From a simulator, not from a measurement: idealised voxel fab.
You're looking at the process module voxel released beams.
Square cells of 5 nm make up the cross-section cut, whose width is 245 nm.
How to read a cross-section here: the picture is a grid of square cells, written as bands going from the top down, and any band can span one or more rows of cells.
Top height, bottom height, nm. Materials left to right, width each, nm. Single material + "full width" = fills band edge to edge. "air" = empty.
It should be noted that heights are counted from 0, beneath which the wafer as supplied is of one material throughout, and that the lowest band possesses no lower boundary but continues downward, as written in "from 0 down".
Width: "30->40" (first number = top row, second number = bottom row, same change from row to row of cells).
You'll sometimes find "no change" written for a step, and that's the way of saying that nowhere in the cross-section did a cell change during that step.
"Fully enclosed voids" means: voids of 8 cells or more that are shut off from the top with no open way through. Written width x height at distance, distance from the left edge, in nm.
Step line, after settings: the simulator's comment on this step.
"overlay nm" answers the question of how far to the right of plan the mask lay on a step that has a mask, and when it is negative the answer is to the left.

**Intended process steps**
1 RECEIVE (material Si)
2 CONFORMAL_DEP (material Al2O3; thk nm 10)
3 DIRECTIONAL_DEP (material SiO2; thk nm 10)
4 DIRECTIONAL_DEP (material aC; thk nm 10)
5 PATTERN (tone open; mask id ANCHOR; material resist; width nm 35; thk nm 25; overlay nm 0)
6 DIRECTIONAL_ETCH (etch materials aC; depth nm 10)
7 STRIP (etch materials resist)
8 DIRECTIONAL_ETCH (etch materials SiO2; depth nm 10)
9 STRIP (etch materials aC)
10 CONFORMAL_DEP (material W; thk nm 15)
11 DIRECTIONAL_DEP (material aC; thk nm 15)
12 PATTERN (tone cover; mask id BEAM; material resist; width nm 105; thk nm 30; overlay nm 0)
13 DIRECTIONAL_ETCH (etch materials aC; depth nm 15)
14 STRIP (etch materials resist)
15 DIRECTIONAL_ETCH (etch materials W; depth nm 15)
16 STRIP (etch materials aC)
17 STRIP (etch materials SiO2)

**The first of a set of two wafers, run to plan**

**Delivered wafer in cross-section: state after step 1**
    from 0 down: Si full width
    Fully enclosed voids: none

**Wafer after step 2 (cross-section)**
    from 10 to 0: Al2O3 full width
    No changes below 0.

**Wafer after step 3 (cross-section)**
    from 20 to 10: SiO2 full width
    No changes below 10.

**Wafer after step 4 (cross-section)**
    from 30 to 20: aC full width
    No changes below 20.

**Wafer after step 5 (cross-section)**
    from 55 to 30: resist 70 nm | air 35 nm | resist 140 nm
    No changes below 30.

**Wafer after step 6 (cross-section)**
    from 45 to 30: resist 70 nm | air 35 nm | resist 140 nm
    from 30 to 20: aC 70 nm | air 35 nm | aC 140 nm
    No changes below 20.

**Wafer after step 7 (cross-section)**
    from 30 to 20: aC 70 nm | air 35 nm | aC 140 nm
    No changes below 20.

**Wafer after step 8 (cross-section)**
    from 30 to 20: aC 70 nm | air 35 nm | aC 140 nm
    from 20 to 10: SiO2 70 nm | air 35 nm | SiO2 140 nm
    No changes below 10.

**Wafer after step 9 (cross-section)**
    from 20 to 10: SiO2 70 nm | air 35 nm | SiO2 140 nm
    No changes below 10.

**Wafer after step 10 (cross-section)**
    from 35 to 25: W 85 nm | air 5 nm | W 155 nm
    from 25 to 20: W full width
    from 20 to 10: SiO2 70 nm | W 35 nm | SiO2 140 nm
    No changes below 10.

**Wafer after step 11 (cross-section)**
    from 50 to 40: aC 85 nm | air 5 nm | aC 155 nm
    from 40 to 35: aC full width
    from 35 to 25: W 85 nm | aC 5 nm | W 155 nm
    No changes below 25.

**Wafer after step 12 (cross-section)**
    from 80 to 50: air 65 nm | resist 105 nm | air 75 nm
    from 50 to 40: aC 85 nm | resist 5 nm | aC 155 nm
    No changes below 40.

**Wafer after step 13 (cross-section)**
    from 65 to 50: air 65 nm | resist 105 nm | air 75 nm
    from 50 to 40: air 65 nm | aC 20 nm | resist 5 nm | aC 80 nm | air 75 nm
    from 40 to 35: air 65 nm | aC 105 nm | air 75 nm
    No changes below 35.

**Wafer after step 14 (cross-section)**
    from 50 to 40: air 65 nm | aC 20 nm | air 5 nm | aC 80 nm | air 75 nm
    No changes below 40.

**Wafer after step 15 (cross-section)**
    from 50 to 40: air 65 nm | aC 20 nm | air 5 nm | aC 80 nm | air 75 nm
    from 40 to 35: air 65 nm | aC 105 nm | air 75 nm
    from 35 to 25: air 65 nm | W 20 nm | aC 5 nm | W 80 nm | air 75 nm
    from 25 to 20: air 65 nm | W 105 nm | air 75 nm
    No changes below 20.

**Wafer after step 16 (cross-section)**
    from 35 to 25: air 65 nm | W 20 nm | air 5 nm | W 80 nm | air 75 nm
    No changes below 25.

**Wafer after step 17 (cross-section)**
    from 35 to 25: air 65 nm | W 20 nm | air 5 nm | W 80 nm | air 75 nm
    from 25 to 20: air 65 nm | W 105 nm | air 75 nm
    from 20 to 10: air 70 nm | W 35 nm | air 140 nm
    No changes below 10.

**Wafer two of two - same starting point, same process plan, one mistake in execution; matches wafer one up to and including step 9**

**Second wafer, cut view, end of step 10 per plan**
    from 50 to 20: W full width
    from 20 to 10: SiO2 70 nm | W 35 nm | SiO2 140 nm
    No changes below 10.

**Second wafer, cut view, end of step 11 per plan**
    from 65 to 50: aC full width
    No changes below 50.

**Second wafer, cut view, end of step 12 per plan**
    from 95 to 65: air 65 nm | resist 105 nm | air 75 nm
    No changes below 65.

**Second wafer, cut view, end of step 13 per plan**
    from 80 to 65: air 65 nm | resist 105 nm | air 75 nm
    from 65 to 50: air 65 nm | aC 105 nm | air 75 nm
    No changes below 50.

**Second wafer, cut view, end of step 14 per plan**
    from 65 to 50: air 65 nm | aC 105 nm | air 75 nm
    No changes below 50.

**Second wafer, cut view, end of step 15 per plan**
    from 65 to 50: air 65 nm | aC 105 nm | air 75 nm
    from 50 to 35: air 65 nm | W 105 nm | air 75 nm
    No changes below 35.

**Second wafer, cut view, end of step 16 per plan**
    from 50 to 35: air 65 nm | W 105 nm | air 75 nm
    No changes below 35.

Second wafer, cut view, end of step 17 per plan: no change
Processing error: step 10, plan: ran twice
Per the end-of-run cell counts, the second wafer holds more or fewer of some materials than the first: 84 more of SiO2; 149 more of W
